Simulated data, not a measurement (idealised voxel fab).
Name of the process module below: voxel spacer lines
Square cells of 5 nm make up the cross-section cut, whose width is 200 nm.
Each cross-section below is a grid of square cells, stated as bands in top-down order, with one or more rows of cells making up each band.
What a band's entry tells you: where the top is and where the bottom is, as heights in nm, and after that what lies inside, material by material from left to right, each with its width in nm. Empty space is written as the word "empty", and a single material marked with the word "throughout" occupies the band from edge to edge.
For the purposes of this specification, 0 denotes the height below which the wafer in its as-received condition is composed wholly of one material, and the lowermost band, lacking a lower limit, extends downward without end, as expressed in "0 nm and below".
Width: "30..40" (first number = top row, second number = bottom row, same change from row to row of cells).
No cell of the cross-section changed in a step that is given as "same as before".
"Closed internal cavities": sealed empty spaces, 8 cells or more, no open way to top, listed width x height at distance, with distance from the left edge and width, height and distance in nm.
Read whatever lies past the settings on a step's line as the simulator's own remark about the step.
overlay nm, on a step with a mask: how far to the right of its planned place the mask lay; to the left if negative
## Steps in the process plan
- 1: op RECEIVE | material Si
- 2: op CONFORMAL_DEP | material Al2O3 | thk nm 5
- 3: op DIRECTIONAL_DEP | material SiN | thk nm 15
- 4: op DIRECTIONAL_DEP | material polySi | thk nm 30
- 5: op PATTERN | tone cover | mask id MANDREL | material resist | width nm 25 | pitch nm 70 | thk nm 40 | overlay nm 0
- 6: op DIRECTIONAL_ETCH | etch materials polySi | depth nm 30
- 7: op STRIP | etch materials resist
- 8: op CONFORMAL_DEP | material SiO2 | thk nm 10
- 9: op DIRECTIONAL_ETCH | etch materials SiO2 | depth nm 10
- 10: op STRIP | etch materials polySi
- 11: op DIRECTIONAL_ETCH | etch materials SiN | depth nm 15
- 12: op STRIP | etch materials SiO2
## Received-state cross-section, reflecting completion of step 1
* 0 nm and below  Si throughout
* Closed internal cavities: none
## Starting structure and process plan are as shown above, but one mistake was made in running the module; the wafer cross-section at the end of the module follows
* 35 nm to 20 nm  5 nm empty; 10 nm SiN; 25 nm empty; 10 nm SiN; 25 nm empty; 10 nm SiN; 25 nm empty; 10 nm SiN; 25 nm empty; 10 nm SiN; 25 nm empty; 10 nm SiN; 10 nm empty
* 20 nm to 5 nm  SiN throughout
* 5 nm to 0 nm  Al2O3 throughout
* 0 nm and below  Si throughout
* Closed internal cavities: none
What was done differently from what was planned? step 3 in the plan was executed twice
